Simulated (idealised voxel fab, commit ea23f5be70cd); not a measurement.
Documented hereafter: the process module known as voxel capacitor over wiring.
Square cell edge 5 nm, section width 155 nm, ID cut.
Square cells in a grid make up a cross-section in this document, and the grid is given as bands, listed from the top down, each one or more rows of cells.
First you get the band's top height and its bottom height, in nm, and then the materials it's made of, left to right, with each width in nm. If you see a single material with "all across", that one covers the band edge to edge. "blank" is empty space.
We count height from 0. Below that, the starting wafer is all one material. The lowest band never ends at the bottom but goes on down; see "0 -> down" for how that is written.
The width entry "30 to 40" should be interpreted row by row: the top row of cells in the band takes the first number, the bottom row takes the second number, and the change between adjacent rows is uniform throughout.
"no alteration", as given for a step, is the statement that not any cell of the cross-section underwent a change during that step.
"Closed internal cavities" enumerates empty spaces isolated from the top, with no open way to it, that contain at least 8 cells, giving each as width x height at distance from the left edge, all three in nm.
Note: text after step settings on the step line = simulator remark on that step.
You can add "overlay nm" to a step's line. For a step with a mask, it describes how far the mask lay to the right of its planned position, and a negative number describes a lay to the left.
## Planned process steps
- 1: RECEIVE, material Si
- 2: CONFORMAL_DEP, material SiO2, thk nm 15
- 3: CONFORMAL_DEP, material SiN, thk nm 5
- 4: DIRECTIONAL_DEP, material SiO2, thk nm 25
- 5: PATTERN, tone open, mask id METAL_1, material resist, width nm 25, pitch nm 80, thk nm 15, overlay nm 0
- 6: DIRECTIONAL_ETCH, etch materials SiO2, depth nm 25
- 7: DIRECTIONAL_ETCH, etch materials SiN, depth nm 5
- 8: STRIP, etch materials resist
- 9: CONFORMAL_DEP, material TiN, thk nm 5
- 10: FILL_DEP, material Cu, thk nm 10
- 11: CMP, height nm 45
- 12: CONFORMAL_DEP, material SiCN, thk nm 5
- 13: DIRECTIONAL_DEP, material lowk, thk nm 20
- 14: DIRECTIONAL_DEP, material aC, thk nm 10
- 15: PATTERN, tone open, mask id PLUG_1, material resist, width nm 15, thk nm 30, overlay nm 0
- 16: DIRECTIONAL_ETCH, etch materials aC, depth nm 10
- 17: STRIP, etch materials resist
- 18: DIRECTIONAL_ETCH, etch materials lowk, depth nm 20
- 19: DIRECTIONAL_ETCH, etch materials SiCN, depth nm 5
- 20: STRIP, etch materials aC
- 21: EPI, material Ru, thk nm 10
- 22: EPI, material Ru, thk nm 10
- 23: EPI, material Ru, thk nm 5
- 24: DIRECTIONAL_DEP, material TiN, thk nm 5
- 25: DIRECTIONAL_DEP, material SiN, thk nm 5
- 26: DIRECTIONAL_DEP, material TiN, thk nm 10
- 27: MASKED_ETCH, tone cover, mask id UPPER_PLATE, width nm 60, etch materials TiN, depth nm 10, overlay nm 0
- 28: MASKED_ETCH, tone cover, mask id UPPER_PLATE, width nm 60, etch materials SiN, depth nm 5, overlay nm 0
- 29: MASKED_ETCH, tone cover, mask id LOWER_PLATE, width nm 70, etch materials TiN, depth nm 5, overlay nm 0
- 30: FILL_DEP, material SiO2, thk nm 20
- 31: CMP, height nm 105
- 32: MASKED_ETCH, tone open, mask id PLUG_2, width nm 15, etch materials SiO2, depth nm 15, overlay nm 0
- 33: CONFORMAL_DEP, material TiN, thk nm 5
- 34: FILL_DEP, material W, thk nm 5
- 35: CMP, height nm 105
- 36: CONFORMAL_DEP, material SiN, thk nm 5
## Here's what the wafer looked like in cross-section when it arrived - that's after step 1
0 -> down  Si all across
Closed internal cavities: none
## Cross-section: first of two wafers, module finished, run according to plan
110 -> 105  SiN all across
105 -> 95  SiO2 45 nm | TiN 5 nm | W 5 nm | TiN 5 nm | SiO2 95 nm
95 -> 90  SiO2 45 nm | TiN 15 nm | SiO2 95 nm
90 -> 80  SiO2 35 nm | TiN 60 nm | SiO2 60 nm
80 -> 75  SiO2 35 nm | SiN 60 nm | SiO2 60 nm
75 -> 70  SiO2 30 nm | TiN 70 nm | SiO2 55 nm
70 -> 50  lowk 35 nm | Ru 15 nm | lowk 105 nm
50 -> 45  SiCN 35 nm | Ru 15 nm | SiCN 105 nm
45 -> 20  SiO2 25 nm | TiN 5 nm | Cu 15 nm | TiN 5 nm | SiO2 55 nm | TiN 5 nm | Cu 15 nm | TiN 5 nm | SiO2 25 nm
20 -> 15  SiN 25 nm | TiN 25 nm | SiN 55 nm | TiN 25 nm | SiN 25 nm
15 -> 0  SiO2 all across
0 -> down  Si all across
Closed internal cavities: none
## Cross-sectional view: second of two wafers, end of module; start and plan identical to the first, one mistake in running
110 -> 105  aC all across
105 -> 95  SiO2 45 nm | TiN 5 nm | W 5 nm | TiN 5 nm | SiO2 95 nm
95 -> 90  SiO2 45 nm | TiN 15 nm | SiO2 95 nm
90 -> 80  SiO2 35 nm | TiN 60 nm | SiO2 60 nm
80 -> 75  SiO2 35 nm | SiN 60 nm | SiO2 60 nm
75 -> 70  SiO2 30 nm | TiN 70 nm | SiO2 55 nm
70 -> 50  lowk 35 nm | Ru 15 nm | lowk 105 nm
50 -> 45  SiCN 35 nm | Ru 15 nm | SiCN 105 nm
45 -> 20  SiO2 25 nm | TiN 5 nm | Cu 15 nm | TiN 5 nm | SiO2 55 nm | TiN 5 nm | Cu 15 nm | TiN 5 nm | SiO2 25 nm
20 -> 15  SiN 25 nm | TiN 25 nm | SiN 55 nm | TiN 25 nm | SiN 25 nm
15 -> 0  SiO2 all across
0 -> down  Si all across
Closed internal cavities: none
What broke from the plan during processing? step 36 went in with a setting other than planned; the actual run was CONFORMAL_DEP, material aC, thk nm 5
The final cell counts differ between the wafers, with the second having more or fewer of some materials than the first: -31 SiN; +31 aC
